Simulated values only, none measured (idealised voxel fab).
Documented hereafter: the process module known as voxel self aligned contacts.
Section shown: cut. Width: 200 nm. Cell size: 5 nm, square.
When this document writes out a cross-section, it uses a grid of square cells and lists it as bands, beginning at the top and moving down, with a band standing for one or more rows of cells. Top height, bottom height, nm. Materials left to right, width each, nm. Single material + "throughout" = fills band edge to edge. "air" = empty. Heights are reckoned from 0. Under this level, the received wafer is all of one material. The bottommost band is open-ended downward, for example "0 -> down". When a width is written as two numbers, as in "30 to 40", the first number is the width in the top row of cells of the band and the second is the width in its bottom row, and the width changes by the same amount from each row to the next. Step marked "nothing different"? Then no cell in the cross-section changed in it. If an empty space has no open way to the top and is at least 8 cells in size, "Closed-off voids" lists it, written width x height at distance, where distance is measured from the left edge and every value is in nm. On each step's line, the part that comes after the settings is the simulator's own comment on the step. "overlay nm" denotes, for a step that has a mask, the displacement of the mask to the right of its planned place, with negative values corresponding to the left.
[Here's what the planned process steps look like]
1) RECEIVE,material Si
2) CONFORMAL_DEP,material SiO2,thk nm 5
3) DIRECTIONAL_DEP,material polySi,thk nm 20
4) DIRECTIONAL_DEP,material SiN,thk nm 20
5) PATTERN,tone cover,mask id GATE,material resist,width nm 35,pitch nm 70,thk nm 20,overlay nm 0
6) DIRECTIONAL_ETCH,etch materials SiN,depth nm 20
7) DIRECTIONAL_ETCH,etch materials polySi,depth nm 20
8) STRIP,etch materials resist
9) CONFORMAL_DEP,material SiN,thk nm 5
10) DIRECTIONAL_ETCH,etch materials SiN,depth nm 5
11) FILL_DEP,material SiO2,thk nm 20
12) CMP,height nm 55
13) MASKED_ETCH,tone open,mask id CONTACT,width nm 55,etch materials SiO2,depth nm 55,overlay nm 0
14) CONFORMAL_DEP,material TiN,thk nm 5
15) FILL_DEP,material Ru,thk nm 5
16) CMP,height nm 55
17) CONFORMAL_DEP,material SiN,thk nm 5
[Incoming wafer, cross-sectional view, post step 1]
* 0 -> down | Si throughout
* Closed-off voids: none
[Wafer cross-section at module end: first of two, run to plan]
* 60 -> 55 | SiN throughout
* 55 -> 45 | 70 nm SiO2  5 to 20 nm TiN  45 to 15 nm Ru  5 to 20 nm TiN  75 nm SiO2
* 45 -> 25 | 40 nm SiO2  45 nm SiN  5 nm TiN  15 nm Ru  5 nm TiN  45 nm SiN  45 nm SiO2
* 25 -> 5 | 40 nm SiO2  5 nm SiN  35 nm polySi  5 nm SiN  5 nm TiN  15 nm Ru  5 nm TiN  5 nm SiN  35 nm polySi  5 nm SiN  45 nm SiO2
* 5 -> 0 | 85 nm SiO2  25 nm TiN  90 nm SiO2
* 0 -> down | Si throughout
* Closed-off voids: none
[Second wafer cross-section at end of module - shared start and plan with the first, one mistake in the run]
* 60 -> 55 | SiN throughout
* 55 -> 45 | 70 nm SiO2  5 to 20 nm TiN  45 to 15 nm Ru  5 to 20 nm TiN  75 nm SiO2
* 45 -> 25 | 40 nm SiO2  45 nm SiN  5 nm TiN  15 nm Ru  5 nm TiN  45 nm SiN  45 nm SiO2
* 25 -> 10 | 40 nm SiO2  5 nm SiN  35 nm polySi  5 nm SiN  5 nm TiN  15 nm Ru  5 nm TiN  5 nm SiN  35 nm polySi  5 nm SiN  45 nm SiO2
* 10 -> 5 | 40 nm SiO2  5 nm SiN  35 nm polySi  5 nm SiN  25 nm TiN  5 nm SiN  35 nm polySi  5 nm SiN  45 nm SiO2
* 5 -> 0 | polySi throughout
* 0 -> down | Si throughout
* Closed-off voids: none
Misprocessing identified: note that step 2 departed from the planned setting and was carried out as CONFORMAL_DEP,material polySi,thk nm 5
The second wafer ends with more or fewer cells of some materials than the first, per final count: Ru: 3 fewer, SiO2: 35 fewer, TiN: 2 fewer, polySi: 40 more
